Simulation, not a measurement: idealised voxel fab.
Process module name: voxel double patterning
Square cells of 5 nm make up the cross-section cut, whose width is 210 nm.
Notation: cross-section as square-cell grid; stated in bands, top first, going down; one or more cell rows per band.
Heights first: top, then bottom, in nm. Then materials, left to right, each with a width in nm. "full width" on a single material: fills the band edge to edge. "air": empty space.
Heads up on the height convention: 0 is the point under which the incoming wafer is all one material, and the lowest band has no bottom, it just keeps going down, like "0 nm and below".
The two numbers in a width such as "30 to 40" mark its ends across the band: the first belongs to the top row of cells, the second to the bottom row, and from each row to the next the width moves by the same amount.
Basically "remained unchanged" means that step didn't change any cell in the cross-section.
The entry titled "Sealed cavities" provides the empty spaces that have no open way to the top, restricted to those of 8 cells or more. Each is presented as width x height at distance, the distance being measured from the left edge, with all three in nm.
Anything after a step's settings on that line? It's the simulator's own note about the step.
If you see "overlay nm" on a step's line and that step has a mask, it's telling you how far right of where it was planned the mask ended up; a negative number means it went left instead.

**The steps planned for the process are as follows**
1) RECEIVE [material Si]
2) CONFORMAL_DEP [material SiO2] [thk nm 5]
3) DIRECTIONAL_DEP [material polySi] [thk nm 15]
4) DIRECTIONAL_DEP [material SiCN] [thk nm 5]
5) PATTERN [tone open] [mask id FIRST] [material resist] [width nm 15] [pitch nm 50] [thk nm 15] [overlay nm 0]
6) DIRECTIONAL_ETCH [etch materials SiCN] [depth nm 5]
7) STRIP [etch materials resist]
8) PATTERN [tone open] [mask id SECOND] [material resist] [width nm 15] [pitch nm 50] [thk nm 20] [overlay nm 0]
9) DIRECTIONAL_ETCH [etch materials SiCN] [depth nm 5]
10) STRIP [etch materials resist]
11) DIRECTIONAL_ETCH [etch materials polySi] [depth nm 15]
12) STRIP [etch materials SiCN]

**Cross-section, incoming material, after step 1**
> 0 nm and below = Si full width
> Sealed cavities: none

**Cross-sectional image of the first of two wafers at the end of the module, the run having proceeded as planned**
> 20 nm to 5 nm = 45 polySi, then 15 air, then 10 polySi, then 15 air, then 10 polySi, then 15 air, then 10 polySi, then 15 air, then 10 polySi, then 15 air, then 50 polySi
> 5 nm to 0 nm = SiO2 full width
> 0 nm and below = Si full width
> Sealed cavities: none

**Cross-sectional view of the second of two wafers upon completion of the module. This wafer shared its starting condition and process plan with the first; one error was made during its execution**
> 20 nm to 5 nm = 40 polySi, then 15 air, then 15 polySi, then 15 air, then 5 polySi, then 15 air, then 15 polySi, then 15 air, then 5 polySi, then 15 air, then 55 polySi
> 5 nm to 0 nm = SiO2 full width
> 0 nm and below = Si full width
> Sealed cavities: none
What went wrong in running the wafer? it should be noted that step 5 was executed with settings other than those planned, the operation and settings actually applied being PATTERN [tone open] [mask id FIRST] [material resist] [width nm 15] [pitch nm 50] [thk nm 15] [overlay nm -5]
Upon completion, the cell count for each material on the second wafer equals that on the first, whereas the spatial distribution of those cells differs.
